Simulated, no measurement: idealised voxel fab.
The name of this process module is voxel self aligned vias.
Shown is cross-section cut, with a width of 210 nm and square cells of size 5 nm.
Notation: cross-section as square-cell grid; stated in bands, top first, going down; one or more cell rows per band. Heads up on the band format: heights come first, top then bottom, in nm. After that it's the materials left to right, each with its width in nm. A single material flagged "edge to edge" fills the whole band edge to edge, and "empty" means there's empty space there. The reference from which all heights are counted is 0, the level beneath which the as-received wafer is entirely one material; the lowest band, having no lower bound, proceeds downward and is written after the example "0 -> down". Top row gets the first number, bottom row gets the second, and each row in between changes by the same step: that is how a band width like "30->40" works. Where a step carries "no change", the cross-section came out of it unchanged, cell for cell. What "Voids lacking openings" gives you is every empty space of 8 cells or more that is cut off from the top. Each appears as width x height at distance, with the distance taken from the left edge and width, height and distance all in nm. Note: text after step settings on the step line = simulator remark on that step. overlay nm: mask offset rightward from planned place, masked step; negative means leftward offset.
# Steps planned for the process
1) op RECEIVE | material Si
2) op CONFORMAL_DEP | material SiO2 | thk nm 10
3) op CONFORMAL_DEP | material SiCN | thk nm 5
4) op DIRECTIONAL_DEP | material lowk | thk nm 25
5) op PATTERN | tone open | mask id LINES | material resist | width nm 25 | pitch nm 55 | thk nm 15 | overlay nm 0
6) op DIRECTIONAL_ETCH | etch materials lowk | depth nm 25
7) op STRIP | etch materials resist
8) op CONFORMAL_DEP | material TiN | thk nm 5
9) op FILL_DEP | material Ru | thk nm 5
10) op CMP | height nm 40
11) op SELECTIVE_ETCH | etch materials W Ru TiN | depth nm 10
12) op FILL_DEP | material SiN | thk nm 5
13) op CMP | height nm 40
14) op DIRECTIONAL_DEP | material lowk | thk nm 20
15) op MASKED_ETCH | tone open | mask id VIAS | width nm 35 | pitch nm 55 | etch materials lowk | depth nm 20 | overlay nm 0
16) op MASKED_ETCH | tone open | mask id VIAS | width nm 35 | pitch nm 55 | etch materials SiN | depth nm 10 | overlay nm -15
17) op CONFORMAL_DEP | material TiN | thk nm 5
18) op FILL_DEP | material Ru | thk nm 5
19) op CMP | height nm 60
20) op CONFORMAL_DEP | material SiN | thk nm 5
Don't read the plan's overlay nm for step 16 as applying to every wafer: that's the first wafer's value, and the wafers differ in it, though they all start identical.
# Cross-section, first of several wafers, as delivered after step 1
* 0 -> down = Si edge to edge
* Voids lacking openings: none
# Heads up, this table goes wafer by wafer. A row tells you, at the end of the module, how many cells of each material that wafer has put on (+) or dropped (-) since it was received, and then its closed voids
overlay nm -15, +69 Ru, +42 SiCN, +54 SiN, +84 SiO2, +78 TiN, +219 lowk, Voids lacking openings: none
overlay nm -10, +75 Ru, +42 SiCN, +48 SiN, +84 SiO2, +78 TiN, +219 lowk, Voids lacking openings: none
overlay nm -5, +81 Ru, +42 SiCN, +42 SiN, +84 SiO2, +78 TiN, +219 lowk, Voids lacking openings: none
overlay nm 0, +81 Ru, +42 SiCN, +42 SiN, +84 SiO2, +78 TiN, +219 lowk, Voids lacking openings: none
overlay nm 5, +81 Ru, +42 SiCN, +42 SiN, +84 SiO2, +78 TiN, +219 lowk, Voids lacking openings: none
overlay nm 10, +75 Ru, +42 SiCN, +48 SiN, +84 SiO2, +78 TiN, +219 lowk, Voids lacking openings: none
overlay nm 15, +69 Ru, +42 SiCN, +54 SiN, +84 SiO2, +78 TiN, +219 lowk, Voids lacking openings: none
